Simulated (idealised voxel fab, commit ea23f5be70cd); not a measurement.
Proc. module: voxel plated lines
We display cut, a cross-section 185 nm in width whose square cells are each 5 nm.
This document writes a cross-section as a grid whose cells are square, and gives it as bands, listed from the top down; one or more rows of cells form a band.
It is stipulated that each band's entry specify, in nanometres, the height of the top of the band and then that of its bottom, followed by the materials of the band in left-to-right sequence, each together with its width in nanometres. A single material marked by the word "everywhere" is understood to fill the band from edge to edge; the word "empty" is understood to denote empty space.
Height is counted from the level 0, under which the received wafer is composed throughout of one material. The lowest of the bands is not closed at the bottom but continues downward, in the notation "top 0, no bottom".
A two-number width, for instance "30..40", indicates that the width is equal to the first number in the top row of the band and to the second number in the bottom row, and that it changes by a constant amount per row of cells.
You'll sometimes find "no change occurred" written for a step, and that's the way of saying that nowhere in the cross-section did a cell change during that step.
The entry "Closed voids list" lists the empty spaces that cover at least 8 cells and have no open path to the top. Each is written as width x height at distance, where the distance is measured from the left edge and all three values are in nm.
Step line, after settings: the simulator's comment on this step.
"overlay nm" answers the question of how far to the right of plan the mask lay on a step that has a mask, and when it is negative the answer is to the left.

# Process steps - plan
1: op RECEIVE | material Si
2: op CONFORMAL_DEP | material Al2O3 | thk nm 5
3: op DIRECTIONAL_DEP | material TiN | thk nm 5
4: op PATTERN | tone open | mask id LINES | material resist | width nm 20 | pitch nm 40 | thk nm 20 | overlay nm 0
5: op EPI | material Ru | thk nm 10
6: op STRIP | etch materials resist
7: op DIRECTIONAL_ETCH | etch materials TiN | depth nm 5
8: op CONFORMAL_DEP | material SiN | thk nm 5
It is noted that the wafers described herein are identical at the outset and are distinguished by the thk nm of step 3; the value stated in the plan corresponds to the first wafer.

# Cross-section of the first of several wafers as received (after step 1)
	top 0, no bottom = Si everywhere
	Closed voids list: none

# At the end of the module, after its last step, step 8, the first of several wafers appears in cross-section as follows
	top 25, bottom 20 = empty 55 / SiN 30 / empty 10 / SiN 30 / empty 60
	top 20, bottom 10 = empty 55 / SiN 5 / Ru 20 / SiN 5 / empty 10 / SiN 5 / Ru 20 / SiN 5 / empty 60
	top 10, bottom 5 = SiN 60 / TiN 20 / SiN 20 / TiN 20 / SiN 65
	top 5, bottom 0 = Al2O3 everywhere
	top 0, no bottom = Si everywhere
	Closed voids list: none

# Cross-section, module end, final of several wafers
	top 40, bottom 35 = empty 55 / SiN 30 / empty 10 / SiN 30 / empty 60
	top 35, bottom 25 = empty 55 / SiN 5 / Ru 20 / SiN 5 / empty 10 / SiN 5 / Ru 20 / SiN 5 / empty 60
	top 25, bottom 20 = SiN 60 / TiN 20 / SiN 20 / TiN 20 / SiN 65
	top 20, bottom 5 = TiN everywhere
	top 5, bottom 0 = Al2O3 everywhere
	top 0, no bottom = Si everywhere
	Closed voids list: none

# each wafer at the end: cells of each material gained (+) or lost (-) since it was received, then its closed voids
thk nm 5 | +37 Al2O3 | +16 Ru | +49 SiN | +8 TiN | Closed voids list: none
thk nm 10 | +37 Al2O3 | +16 Ru | +49 SiN | +45 TiN | Closed voids list: none
thk nm 15 | +37 Al2O3 | +16 Ru | +49 SiN | +82 TiN | Closed voids list: none
thk nm 20 | +37 Al2O3 | +16 Ru | +49 SiN | +119 TiN | Closed voids list: none
